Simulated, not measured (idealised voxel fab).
Title: Process Module voxel released beams
Displayed cross-section: cut, width of 145 nm, square cells sized 5 nm.
Format of a cross-section: grid, square cells. Given as bands. Order: top down. Band: one or more rows of cells. It is stipulated that each band's entry specify, in nanometres, the height of the top of the band and then that of its bottom, followed by the materials of the band in left-to-right sequence, each together with its width in nanometres. A single material marked by the word "full width" is understood to fill the band from edge to edge; the word "empty" is understood to denote empty space. Where do heights start? At 0: under that level the wafer as delivered is made of one material only. And the lowest band has no floor; it just carries on downward, as in "0 and below". A width such as "30..40" changes by the same amount from each row of cells to the next, from the band's top row to its bottom row. No cell of the cross-section changed in a step that is given as "identical to before". Empty spaces without an open route to the top, at least 8 cells in extent, make up the entry "Voids, sealed"; each is given as width x height at distance, where the distance is measured from the left edge, and all are in nm. That trailing text on a step's line, after the settings, is the simulator's own remark on the step. The optional step-line setting "overlay nm" applies to steps with a mask and quantifies how far to the right of its planned location the mask lay, a negative value indicating leftward placement.
PLANNED STEP LIST FOR THE PROCESS
1: RECEIVE (material Si)
2: CONFORMAL_DEP (material Al2O3; thk nm 5)
3: DIRECTIONAL_DEP (material SiO2; thk nm 15)
4: DIRECTIONAL_DEP (material aC; thk nm 10)
5: PATTERN (tone open; mask id ANCHOR; material resist; width nm 30; thk nm 30; overlay nm 0)
6: DIRECTIONAL_ETCH (etch materials aC; depth nm 10)
7: STRIP (etch materials resist)
8: DIRECTIONAL_ETCH (etch materials SiO2; depth nm 15)
9: STRIP (etch materials aC)
10: CONFORMAL_DEP (material SiN; thk nm 10)
11: DIRECTIONAL_DEP (material aC; thk nm 15)
12: PATTERN (tone cover; mask id BEAM; material resist; width nm 90; thk nm 35; overlay nm -10)
13: DIRECTIONAL_ETCH (etch materials aC; depth nm 15)
14: STRIP (etch materials resist)
15: DIRECTIONAL_ETCH (etch materials SiN; depth nm 10)
16: STRIP (etch materials aC)
17: STRIP (etch materials SiO2)
For this document, wafers share an identical start and vary in the step 12 overlay nm; the plan quotes the first wafer's value.
THE FIRST OF SEVERAL WAFERS IN CROSS-SECTION, EXACTLY AS IT REACHED US AFTER STEP 1
0 and below = Si full width
Voids, sealed: none
END OF THE MODULE, PAST ITS LAST STEP, STEP 17: HOW THE FIRST OF SEVERAL WAFERS LOOKS IN CROSS-SECTION
30 down to 20 = empty=15; SiN=25; empty=10; SiN=55; empty=40
20 down to 15 = empty=30; SiN=10; empty=10; SiN=10; empty=85
15 down to 5 = empty=30; SiN=30; empty=85
5 down to 0 = Al2O3 full width
0 and below = Si full width
Voids, sealed: none
CROSS-SECTIONAL DEPICTION OF THE LAST OF SEVERAL WAFERS UPON COMPLETION OF THE MODULE
30 down to 20 = empty=50; SiN=80; empty=15
20 down to 15 = empty=30; SiN=10; empty=10; SiN=10; empty=85
15 down to 5 = empty=30; SiN=30; empty=85
5 down to 0 = Al2O3 full width
0 and below = Si full width
Voids, sealed: none
GAINED (+) OR LOST (-) CELLS OF EACH MATERIAL SINCE RECEIPT, THEN CLOSED VOIDS: ONE ROW PER WAFER, AT THE END OF THE MODULE
overlay nm -10, +29 Al2O3, +48 SiN, Voids, sealed: none
overlay nm -5, +29 Al2O3, +48 SiN, Voids, sealed: none
overlay nm 0, +29 Al2O3, +48 SiN, Voids, sealed: none
overlay nm 5, +29 Al2O3, +48 SiN, Voids, sealed: none
overlay nm 10, +29 Al2O3, +48 SiN, Voids, sealed: none
overlay nm 15, +29 Al2O3, +48 SiN, Voids, sealed: none
